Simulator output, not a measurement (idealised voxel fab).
The process module that follows is named voxel wiring stack.
It is cross-section cut that appears here, measuring 255 nm in width, its square cells being 5 nm in size.
A cross-section in this document is a grid of square cells, and it is written down as bands, the top band listed before the ones below it; a band is made up of one or more rows of cells.
In this notation a band is specified by the heights of its top and bottom, in that order and in nm, after which its materials appear from left to right, each paired with its width in nm. The word "full width" attached to a single material means that material fills the band from edge to edge; the word "air" stands for empty space.
We count height from 0. Below that, the starting wafer is all one material. The lowest band never ends at the bottom but goes on down; see "from 0 down" for how that is written.
Width "30->40": first value at the band's top row of cells, second value at its bottom row, equal change from row to row.
"nothing altered" after a step means that no cell of the cross-section changed.
What "Catalogued sealed voids" gives you is every empty space of 8 cells or more that is cut off from the top. Each appears as width x height at distance, with the distance taken from the left edge and width, height and distance all in nm.
Step line, after settings: the simulator's comment on this step.
"overlay nm" on a masked step: distance the mask lay right of its planned place, negative for left.

Process steps foreseen in the plan
1. RECEIVE,material Si
2. CONFORMAL_DEP,material SiO2,thk nm 15
3. CONFORMAL_DEP,material SiN,thk nm 5
4. DIRECTIONAL_DEP,material lowk,thk nm 25
5. MASKED_ETCH,tone open,mask id METAL_1,width nm 30,pitch nm 50,etch materials lowk,depth nm 25,overlay nm 0
6. MASKED_ETCH,tone open,mask id METAL_1,width nm 30,pitch nm 50,etch materials SiN,depth nm 5,overlay nm 0
7. CONFORMAL_DEP,material TiN,thk nm 5
8. FILL_DEP,material Cu,thk nm 10
9. CMP,height nm 45
10. CONFORMAL_DEP,material SiCN,thk nm 5
11. DIRECTIONAL_DEP,material SiO2,thk nm 25
12. MASKED_ETCH,tone open,mask id METAL_2_HOLES,width nm 15,pitch nm 50,etch materials SiO2,depth nm 25,overlay nm 0
13. MASKED_ETCH,tone open,mask id METAL_2,width nm 30,pitch nm 50,etch materials SiO2,depth nm 15,overlay nm 0
14. MASKED_ETCH,tone open,mask id METAL_2,width nm 30,pitch nm 50,etch materials SiCN,depth nm 5,overlay nm 0
15. CONFORMAL_DEP,material TiN,thk nm 5
16. FILL_DEP,material Cu,thk nm 10
17. CMP,height nm 75
18. CONFORMAL_DEP,material SiCN,thk nm 5
19. DIRECTIONAL_DEP,material lowk,thk nm 30
20. MASKED_ETCH,tone open,mask id METAL_3,width nm 30,pitch nm 50,etch materials lowk,depth nm 15,overlay nm 0
21. MASKED_ETCH,tone open,mask id METAL_3_HOLES,width nm 15,pitch nm 50,etch materials lowk,depth nm 15,overlay nm 0
22. MASKED_ETCH,tone open,mask id METAL_3_HOLES,width nm 15,pitch nm 50,etch materials SiCN,depth nm 5,overlay nm 0
23. CONFORMAL_DEP,material TiN,thk nm 5
24. FILL_DEP,material Cu,thk nm 5
25. CMP,height nm 110
26. CONFORMAL_DEP,material SiN,thk nm 5

Here's what the wafer looked like in cross-section when it arrived - that's after step 1
* from 0 down | Si full width
* Catalogued sealed voids: none

Starting wafer: above. Plan: above. Run: one mistake. Cross-section after the module: below
* from 115 to 110 | SiN full width
* from 110 to 90 | lowk (35) | TiN (5) | Cu (20) | TiN (5) | lowk (20) | TiN (5) | Cu (20) | TiN (5) | lowk (20) | TiN (5) | Cu (20) | TiN (5) | lowk (20) | TiN (5) | Cu (20) | TiN (5) | lowk (40)
* from 90 to 80 | lowk (35) | TiN (5) | Cu (5) | TiN (20->5) | lowk (20->35) | TiN (5) | Cu (5) | TiN (20->5) | lowk (20->35) | TiN (5) | Cu (5) | TiN (20->5) | lowk (20->35) | TiN (5) | Cu (5) | TiN (20->5) | lowk (40->55)
* from 80 to 75 | SiCN (35) | TiN (15) | SiCN (35) | TiN (15) | SiCN (35) | TiN (15) | SiCN (35) | TiN (15) | SiCN (55)
* from 75 to 65 | SiO2 (35) | TiN (5) | Cu (20) | TiN (5) | SiO2 (20) | TiN (5) | Cu (20) | TiN (5) | SiO2 (20) | TiN (5) | Cu (20) | TiN (5) | SiO2 (20) | TiN (5) | Cu (20) | TiN (5) | SiO2 (40)
* from 65 to 60 | SiO2 (35) | TiN (5) | Cu (5) | TiN (20) | SiO2 (20) | TiN (5) | Cu (5) | TiN (20) | SiO2 (20) | TiN (5) | Cu (5) | TiN (20) | SiO2 (20) | TiN (5) | Cu (5) | TiN (20) | SiO2 (40)
* from 60 to 50 | SiO2 (35) | TiN (5) | Cu (5) | TiN (5) | SiO2 (35) | TiN (5) | Cu (5) | TiN (5) | SiO2 (35) | TiN (5) | Cu (5) | TiN (5) | SiO2 (35) | TiN (5) | Cu (5) | TiN (5) | SiO2 (55)
* from 50 to 45 | SiCN (35) | TiN (15) | SiCN (35) | TiN (15) | SiCN (35) | TiN (15) | SiCN (35) | TiN (15) | SiCN (55)
* from 45 to 20 | lowk (35) | TiN (5) | Cu (20) | TiN (5) | lowk (20) | TiN (5) | Cu (20) | TiN (5) | lowk (20) | TiN (5) | Cu (20) | TiN (5) | lowk (20) | TiN (5) | Cu (20) | TiN (5) | lowk (40)
* from 20 to 15 | SiN (35) | TiN (30) | SiN (20) | TiN (30) | SiN (20) | TiN (30) | SiN (20) | TiN (30) | SiN (40)
* from 15 to 0 | SiO2 full width
* from 0 down | Si full width
* Catalogued sealed voids: none
Finding, execution versus plan: contrary to plan, step 20 was performed as MASKED_ETCH,tone open,mask id METAL_3,width nm 30,pitch nm 50,etch materials lowk,depth nm 25,overlay nm 0
